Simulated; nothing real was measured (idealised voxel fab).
This section sets out a process module, namely voxel gate over fins.
Pictured: cross-section cut, 250 nm wide, on a grid of 5 nm square cells.
Cross-section format: a grid of square cells, given as bands from top to bottom; each band is one or more rows of cells.
Top height, bottom height, nm. Materials left to right, width each, nm. Single material + "all across" = fills band edge to edge. "empty" = empty.
Measure heights from 0. That's the level where, below it, the as-received wafer is all one material. The lowest band is bottomless and extends downward; write it as in "0 down".
Think of "30..40" as a width that walks from the first number to the second as you go down the band, top row to bottom row, taking equal-sized steps from row to row.
Step marked "no alteration"? Then no cell in the cross-section changed in it.
Heads up: "Closed void register" only lists the empty pockets with no open path to the top that are 8 cells or more, and it writes them as width x height at distance, distance from the left edge, in nm.
after a step's settings: what the simulator itself notes on the step
If you see "overlay nm" on a step's line and that step has a mask, it's telling you how far right of where it was planned the mask ended up; a negative number means it went left instead.

[Listed below are the process steps as planned]
| 1 | RECEIVE with material Si |
| 2 | CONFORMAL_DEP with material SiN, thk nm 5 |
| 3 | MASKED_ETCH with tone cover, mask id FINS, width nm 15, pitch nm 60, etch materials SiN, depth nm 5, overlay nm 0 |
| 4 | MASKED_ETCH with tone cover, mask id FINS, width nm 15, pitch nm 60, etch materials Si, depth nm 40, overlay nm 0 |
| 5 | OXIDIZE with depth nm 5 |
| 6 | FILL_DEP with material SiO2, thk nm 10 |
| 7 | CMP with height nm 5 |
| 8 | DIRECTIONAL_DEP with material aC, thk nm 10 |
| 9 | PATTERN with tone open, mask id RAIL, material resist, width nm 15, thk nm 30, overlay nm 0 |
| 10 | DIRECTIONAL_ETCH with etch materials aC, depth nm 5 |
| 11 | STRIP with etch materials resist |
| 12 | DIRECTIONAL_ETCH with etch materials SiO2, depth nm 40 |
| 13 | STRIP with etch materials aC |
| 14 | CONFORMAL_DEP with material TiN, thk nm 5 |
| 15 | FILL_DEP with material W, thk nm 10 |
| 16 | CMP with height nm 5 |
| 17 | SELECTIVE_ETCH with etch materials W Ru TiN, depth nm 25 |
| 18 | FILL_DEP with material SiO2, thk nm 5 |
| 19 | CMP with height nm 5 |
| 20 | SELECTIVE_ETCH with etch materials SiO2, depth nm 15 |
| 21 | STRIP with etch materials SiN |
| 22 | CONFORMAL_DEP with material HfO2, thk nm 5 |
| 23 | CONFORMAL_DEP with material TiN, thk nm 5 |
| 24 | CONFORMAL_DEP with material TiAl, thk nm 5 |
| 25 | CONFORMAL_DEP with material TiN, thk nm 5 |
| 26 | FILL_DEP with material W, thk nm 10 |
| 27 | CMP with height nm 25 |
| 28 | CONFORMAL_DEP with material SiN, thk nm 10 |
Quick note for whoever runs this: the wafers start identical, but the depth nm at step 10 isn't the same across them. The plan just shows what the first wafer had.

[Sectional view: first of several wafers, as received, after step 1]
  0 down = Si all across
  Closed void register: none

[first wafer at the end, after step 28]
  35 to 25 = SiN all across
  25 to 20 = W all across
  20 to 15 = 40 nm W, then 45 nm TiN, then 15 nm W, then 45 nm TiN, then 15 nm W, then 45 nm TiN, then 45 nm W
  15 to 10 = 40 nm W, then 5 nm TiN, then 35 nm TiAl, then 5 nm TiN, then 15 nm W, then 5 nm TiN, then 35 nm TiAl, then 5 nm TiN, then 15 nm W, then 5 nm TiN, then 35 nm TiAl, then 5 nm TiN, then 45 nm W
  10 to 5 = 45 nm TiN, then 5 nm TiAl, then 25 nm TiN, then 5 nm TiAl, then 25 nm TiN, then 5 nm TiAl, then 25 nm TiN, then 5 nm TiAl, then 25 nm TiN, then 5 nm TiAl, then 25 nm TiN, then 5 nm TiAl, then 50 nm TiN
  5 to 0 = 50 nm TiAl, then 5 nm TiN, then 15 nm HfO2, then 5 nm TiN, then 35 nm TiAl, then 5 nm TiN, then 15 nm HfO2, then 5 nm TiN, then 35 nm TiAl, then 5 nm TiN, then 15 nm HfO2, then 5 nm TiN, then 55 nm TiAl
  0 to -5 = 55 nm TiN, then 5 nm HfO2, then 5 nm Si, then 5 nm HfO2, then 45 nm TiN, then 5 nm HfO2, then 5 nm Si, then 5 nm HfO2, then 45 nm TiN, then 5 nm HfO2, then 5 nm Si, then 5 nm HfO2, then 60 nm TiN
  -5 to -10 = 60 nm HfO2, then 5 nm Si, then 55 nm HfO2, then 5 nm Si, then 55 nm HfO2, then 5 nm Si, then 65 nm HfO2
  -10 to -45 = 60 nm SiO2, then 5 nm Si, then 55 nm SiO2, then 5 nm Si, then 55 nm SiO2, then 5 nm Si, then 65 nm SiO2
  -45 down = Si all across
  Closed void register: none

[Cross-section at module completion, last wafer]
  35 to 25 = SiN all across
  25 to 20 = W all across
  20 to 15 = 40 nm W, then 45 nm TiN, then 15 nm W, then 45 nm TiN, then 15 nm W, then 45 nm TiN, then 45 nm W
  15 to 10 = 40 nm W, then 5 nm TiN, then 35 nm TiAl, then 5 nm TiN, then 15 nm W, then 5 nm TiN, then 35 nm TiAl, then 5 nm TiN, then 15 nm W, then 5 nm TiN, then 35 nm TiAl, then 5 nm TiN, then 45 nm W
  10 to 5 = 45 nm TiN, then 5 nm TiAl, then 25 nm TiN, then 5 nm TiAl, then 25 nm TiN, then 5 nm TiAl, then 25 nm TiN, then 5 nm TiAl, then 25 nm TiN, then 5 nm TiAl, then 25 nm TiN, then 5 nm TiAl, then 50 nm TiN
  5 to 0 = 50 nm TiAl, then 5 nm TiN, then 15 nm HfO2, then 5 nm TiN, then 35 nm TiAl, then 5 nm TiN, then 15 nm HfO2, then 5 nm TiN, then 35 nm TiAl, then 5 nm TiN, then 15 nm HfO2, then 5 nm TiN, then 55 nm TiAl
  0 to -5 = 55 nm TiN, then 5 nm HfO2, then 5 nm Si, then 5 nm HfO2, then 45 nm TiN, then 5 nm HfO2, then 5 nm Si, then 5 nm HfO2, then 45 nm TiN, then 5 nm HfO2, then 5 nm Si, then 5 nm HfO2, then 60 nm TiN
  -5 to -10 = 60 nm HfO2, then 5 nm Si, then 55 nm HfO2, then 5 nm Si, then 55 nm HfO2, then 5 nm Si, then 65 nm HfO2
  -10 to -20 = 60 nm SiO2, then 5 nm Si, then 55 nm SiO2, then 5 nm Si, then 55 nm SiO2, then 5 nm Si, then 65 nm SiO2
  -20 to -30 = 60 nm SiO2, then 5 nm Si, then 20 nm SiO2, then 5 nm TiN, then 5 nm W, then 5 nm TiN, then 20 nm SiO2, then 5 nm Si, then 55 nm SiO2, then 5 nm Si, then 65 nm SiO2
  -30 to -35 = 60 nm SiO2, then 5 nm Si, then 20 nm SiO2, then 15 nm TiN, then 20 nm SiO2, then 5 nm Si, then 55 nm SiO2, then 5 nm Si, then 65 nm SiO2
  -35 to -45 = 60 nm SiO2, then 5 nm Si, then 55 nm SiO2, then 5 nm Si, then 55 nm SiO2, then 5 nm Si, then 65 nm SiO2
  -45 down = Si all across
  Closed void register: none

[Table: wafers, a row each; end-of-module cell change per material since receipt, gain (+), loss (-); then closed voids]
depth nm 5, +62 HfO2, -423 Si, +100 SiN, +329 SiO2, +62 TiAl, +124 TiN, +96 W, Closed void register: none
depth nm 10, +62 HfO2, -423 Si, +100 SiN, +320 SiO2, +62 TiAl, +131 TiN, +98 W, Closed void register: none
depth nm 15, +62 HfO2, -423 Si, +100 SiN, +320 SiO2, +62 TiAl, +131 TiN, +98 W, Closed void register: none
depth nm 20, +62 HfO2, -423 Si, +100 SiN, +320 SiO2, +62 TiAl, +131 TiN, +98 W, Closed void register: none
depth nm 25, +62 HfO2, -423 Si, +100 SiN, +320 SiO2, +62 TiAl, +131 TiN, +98 W, Closed void register: none
